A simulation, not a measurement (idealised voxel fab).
process module | voxel self aligned vias
cross-section cut | 295 nm wide | cells 5 nm
A cross-section is a grid of square cells, given in bands from the top down. A band is one or more rows of cells.
Each band's line starts with the height of the band's top and of its bottom, in nm. Then come its materials from left to right, each with its width in nm. One material with "throughout" fills the band from edge to edge. "air" is empty space.
Height 0 is the level under which the wafer as received is all one material. The lowest band goes on downwards, as in "0 down".
A width such as "30 to 40" changes by the same amount from each row of cells to the next, from the band's top row to its bottom row.
"no change" after a step means that no cell of the cross-section changed.
closed voids: empty space of 8 cells or more with no open way to the top, each as width x height at its distance from the left edge, in nm
after a step's settings: what the simulator itself notes on the step
overlay nm, on a step with a mask: how far to the right of its planned place the mask lay; to the left if negative
plan
1 op RECEIVE | material Si
2 op CONFORMAL_DEP | material SiO2 | thk nm 10
3 op CONFORMAL_DEP | material SiCN | thk nm 5
4 op DIRECTIONAL_DEP | material lowk | thk nm 30
5 op DIRECTIONAL_DEP | material aC | thk nm 10
6 op PATTERN | tone open | mask id LINES | material resist | width nm 20 | pitch nm 55 | thk nm 25 | overlay nm 0
7 op DIRECTIONAL_ETCH | etch materials aC | depth nm 10
8 op STRIP | etch materials resist
9 op DIRECTIONAL_ETCH | etch materials lowk | depth nm 30
10 op STRIP | etch materials aC
11 op CONFORMAL_DEP | material TiN | thk nm 5
12 op FILL_DEP | material Ru | thk nm 5
13 op CMP | height nm 45
14 op SELECTIVE_ETCH | etch materials W Ru TiN | depth nm 5
15 op FILL_DEP | material SiN | thk nm 5
16 op CMP | height nm 45
17 op DIRECTIONAL_DEP | material lowk | thk nm 15
18 op DIRECTIONAL_DEP | material aC | thk nm 15
19 op PATTERN | tone open | mask id VIAS | material resist | width nm 30 | thk nm 30 | overlay nm 0
20 op DIRECTIONAL_ETCH | etch materials aC | depth nm 15
21 op STRIP | etch materials resist
22 op DIRECTIONAL_ETCH | etch materials lowk | depth nm 15
23 op DIRECTIONAL_ETCH | etch materials SiN | depth nm 5
24 op STRIP | etch materials aC
25 op CONFORMAL_DEP | material TiN | thk nm 5
26 op FILL_DEP | material Cu | thk nm 5
27 op CMP | height nm 60
28 op CONFORMAL_DEP | material SiN | thk nm 5
first wafer, as planned
as received, after step 1
  0 down: Si throughout
  closed voids: none
after step 2
  10 to 0: SiO2 throughout
  below 0: unchanged
after step 3
  15 to 10: SiCN throughout
  below 10: unchanged
after step 4
  45 to 15: lowk throughout
  below 15: unchanged
after step 5
  55 to 45: aC throughout
  below 45: unchanged
after step 6
  80 to 55: resist 110 | air 20 | resist 35 | air 20 | resist 110
  below 55: unchanged
after step 7
  70 to 55: resist 110 | air 20 | resist 35 | air 20 | resist 110
  55 to 45: aC 110 | air 20 | aC 35 | air 20 | aC 110
  below 45: unchanged
after step 8
  55 to 45: aC 110 | air 20 | aC 35 | air 20 | aC 110
  below 45: unchanged
after step 9
  55 to 45: aC 110 | air 20 | aC 35 | air 20 | aC 110
  45 to 15: lowk 110 | air 20 | lowk 35 | air 20 | lowk 110
  below 15: unchanged
after step 10
  45 to 15: lowk 110 | air 20 | lowk 35 | air 20 | lowk 110
  below 15: unchanged
after step 11
  50 to 45: TiN 115 | air 10 | TiN 45 | air 10 | TiN 115
  45 to 20: lowk 110 | TiN 5 | air 10 | TiN 5 | lowk 35 | TiN 5 | air 10 | TiN 5 | lowk 110
  20 to 15: lowk 110 | TiN 20 | lowk 35 | TiN 20 | lowk 110
  below 15: unchanged
after step 12
  55 to 50: Ru throughout
  50 to 45: TiN 115 | Ru 10 | TiN 45 | Ru 10 | TiN 115
  45 to 20: lowk 110 | TiN 5 | Ru 10 | TiN 5 | lowk 35 | TiN 5 | Ru 10 | TiN 5 | lowk 110
  below 20: unchanged
after step 13
  45 to 20: lowk 110 | TiN 5 | Ru 10 | TiN 5 | lowk 35 | TiN 5 | Ru 10 | TiN 5 | lowk 110
  below 20: unchanged
after step 14
  45 to 40: lowk 110 | air 20 | lowk 35 | air 20 | lowk 110
  below 40: unchanged
after step 15
  50 to 45: SiN throughout
  45 to 40: lowk 110 | SiN 20 | lowk 35 | SiN 20 | lowk 110
  below 40: unchanged
after step 16
  45 to 40: lowk 110 | SiN 20 | lowk 35 | SiN 20 | lowk 110
  below 40: unchanged
after step 17
  60 to 45: lowk throughout
  below 45: unchanged
after step 18
  75 to 60: aC throughout
  below 60: unchanged
after step 19
  105 to 75: resist 105 | air 30 | resist 160
  below 75: unchanged
after step 20
  90 to 75: resist 105 | air 30 | resist 160
  75 to 60: aC 105 | air 30 | aC 160
  below 60: unchanged
after step 21
  75 to 60: aC 105 | air 30 | aC 160
  below 60: unchanged
after step 22
  75 to 60: aC 105 | air 30 | aC 160
  60 to 45: lowk 105 | air 30 | lowk 160
  below 45: unchanged
after step 23
  75 to 60: aC 105 | air 30 | aC 160
  60 to 45: lowk 105 | air 30 | lowk 160
  45 to 40: lowk 110 | air 20 | lowk 35 | SiN 20 | lowk 110
  below 40: unchanged
after step 24
  60 to 45: lowk 105 | air 30 | lowk 160
  below 45: unchanged
after step 25
  65 to 60: TiN 110 | air 20 | TiN 165
  60 to 50: lowk 105 | TiN 5 | air 20 | TiN 5 | lowk 160
  50 to 45: lowk 105 | TiN 10 | air 10 | TiN 10 | lowk 160
  45 to 40: lowk 110 | TiN 20 | lowk 35 | SiN 20 | lowk 110
  below 40: unchanged
after step 26
  70 to 65: Cu throughout
  65 to 60: TiN 110 | Cu 20 | TiN 165
  60 to 50: lowk 105 | TiN 5 | Cu 20 | TiN 5 | lowk 160
  50 to 45: lowk 105 | TiN 10 | Cu 10 | TiN 10 | lowk 160
  below 45: unchanged
after step 27
  60 to 50: lowk 105 | TiN 5 | Cu 20 | TiN 5 | lowk 160
  below 50: unchanged
after step 28
  65 to 60: SiN throughout
  below 60: unchanged
second wafer: like start, like plan, one mistake. Through step 18 it matches the first wafer
when step 19 should have ended
  105 to 75: resist 110 | air 30 | resist 155
  below 75: unchanged
when step 20 should have ended
  90 to 75: resist 110 | air 30 | resist 155
  75 to 60: aC 110 | air 30 | aC 155
  below 60: unchanged
when step 21 should have ended
  75 to 60: aC 110 | air 30 | aC 155
  below 60: unchanged
when step 22 should have ended
  75 to 60: aC 110 | air 30 | aC 155
  60 to 45: lowk 110 | air 30 | lowk 155
  below 45: unchanged
when step 23 should have ended
  75 to 60: aC 110 | air 30 | aC 155
  60 to 45: lowk 110 | air 30 | lowk 155
  45 to 40: lowk 110 | air 20 | lowk 35 | SiN 20 | lowk 110
  below 40: unchanged
when step 24 should have ended
  60 to 45: lowk 110 | air 30 | lowk 155
  below 45: unchanged
when step 25 should have ended
  65 to 60: TiN 115 | air 20 | TiN 160
  60 to 50: lowk 110 | TiN 5 | air 20 | TiN 5 | lowk 155
  50 to 45: lowk 110 | TiN 5 | air 10 | TiN 15 | lowk 155
  45 to 40: lowk 110 | TiN 20 | lowk 35 | SiN 20 | lowk 110
  below 40: unchanged
when step 26 should have ended
  70 to 65: Cu throughout
  65 to 60: TiN 115 | Cu 20 | TiN 160
  60 to 50: lowk 110 | TiN 5 | Cu 20 | TiN 5 | lowk 155
  50 to 45: lowk 110 | TiN 5 | Cu 10 | TiN 15 | lowk 155
  below 45: unchanged
when step 27 should have ended
  60 to 50: lowk 110 | TiN 5 | Cu 20 | TiN 5 | lowk 155
  below 50: unchanged
when step 28 should have ended
  65 to 60: SiN throughout
  below 60: unchanged
what went wrong: step 19 ran as: op PATTERN | tone open | mask id VIAS | material resist | width nm 30 | thk nm 30 | overlay nm 5
at the end the second wafer has, in cells: as many of each material as the first, in other places
